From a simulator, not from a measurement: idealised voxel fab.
Module name: voxel ribs on slabs (process module)
Displayed cross-section: cut, width of 195 nm, square cells sized 5 nm.
Heads up, the way a cross-section reads in here is a grid of square cells, handed over as bands from the top down, with every band being one or more rows of cells. A band entry consists of two parts. The first gives the height of the band's top and the height of its bottom, in nm. The rest lists the band's materials from left to right, each with its width in nm. A single material labelled with the word "all across" fills the band from edge to edge, and the word "air" marks empty space. Beneath 0, the wafer as received is one material, and that level is where height counting begins. The lowest band goes on downward without a bottom; it is written like "from 0 down". When a width is written as two numbers, as in "30->40", the first number is the width in the top row of cells of the band and the second is the width in its bottom row, and the width changes by the same amount from each row to the next. Any step labelled "no modification" changed none of the cells in the cross-section. Entry "Enclosed void catalog" = empty spaces >= 8 cells with no open way to the top; each as width x height at distance, distance from left edge, all nm. That trailing text on a step's line, after the settings, is the simulator's own remark on the step. overlay nm: mask offset rightward from planned place, masked step; negative means leftward offset.

**So here's the lineup of process steps we planned**
1) RECEIVE: material Si
2) DIRECTIONAL_DEP: material SiO2, thk nm 20
3) DIRECTIONAL_DEP: material polySi, thk nm 25
4) PATTERN: tone cover, mask id RIB, material resist, width nm 20, thk nm 15, overlay nm 0
5) DIRECTIONAL_ETCH: etch materials polySi, depth nm 15
6) STRIP: etch materials resist
7) DIRECTIONAL_DEP: material aC, thk nm 10
8) PATTERN: tone cover, mask id SLAB, material resist, width nm 80, thk nm 25, overlay nm 0
9) DIRECTIONAL_ETCH: etch materials aC, depth nm 10
10) STRIP: etch materials resist
11) DIRECTIONAL_ETCH: etch materials polySi, depth nm 10
12) STRIP: etch materials aC
13) FILL_DEP: material SiO2, thk nm 20
14) CMP: height nm 60
15) DIRECTIONAL_DEP: material TiN, thk nm 5
16) PATTERN: tone cover, mask id HEATER, material resist, width nm 30, thk nm 15, overlay nm 0
17) DIRECTIONAL_ETCH: etch materials TiN, depth nm 5
18) STRIP: etch materials resist
19) CONFORMAL_DEP: material SiO2, thk nm 10

**As-received state of the wafer in cross-section, equivalent to post-step 1**
* from 0 down: Si all across
* Enclosed void catalog: none

**first wafer at the end, as planned**
* from 75 to 70: air 70 nm | SiO2 50 nm | air 75 nm
* from 70 to 65: SiO2 all across
* from 65 to 60: SiO2 80 nm | TiN 30 nm | SiO2 85 nm
* from 60 to 45: SiO2 all across
* from 45 to 30: SiO2 85 nm | polySi 20 nm | SiO2 90 nm
* from 30 to 20: SiO2 55 nm | polySi 80 nm | SiO2 60 nm
* from 20 to 0: SiO2 all across
* from 0 down: Si all across
* Enclosed void catalog: none

**Module end: cross-section of wafer two of two. Same start and process plan as the first wafer. One mistake during execution**
* from 75 to 70: SiO2 90 nm | air 10 nm | SiO2 95 nm
* from 70 to 65: SiO2 all across
* from 65 to 60: TiN 80 nm | SiO2 30 nm | TiN 85 nm
* from 60 to 45: SiO2 all across
* from 45 to 30: SiO2 85 nm | polySi 20 nm | SiO2 90 nm
* from 30 to 20: SiO2 55 nm | polySi 80 nm | SiO2 60 nm
* from 20 to 0: SiO2 all across
* from 0 down: Si all across
* Enclosed void catalog: none
Error vs. plan: it should be noted that step 16 was executed with settings other than those planned, the operation and settings actually applied being PATTERN: tone open, mask id HEATER, material resist, width nm 30, thk nm 15, overlay nm 0
Wrapping up, a cell-based count of both wafers puts the second over or under the first for these materials: TiN +27
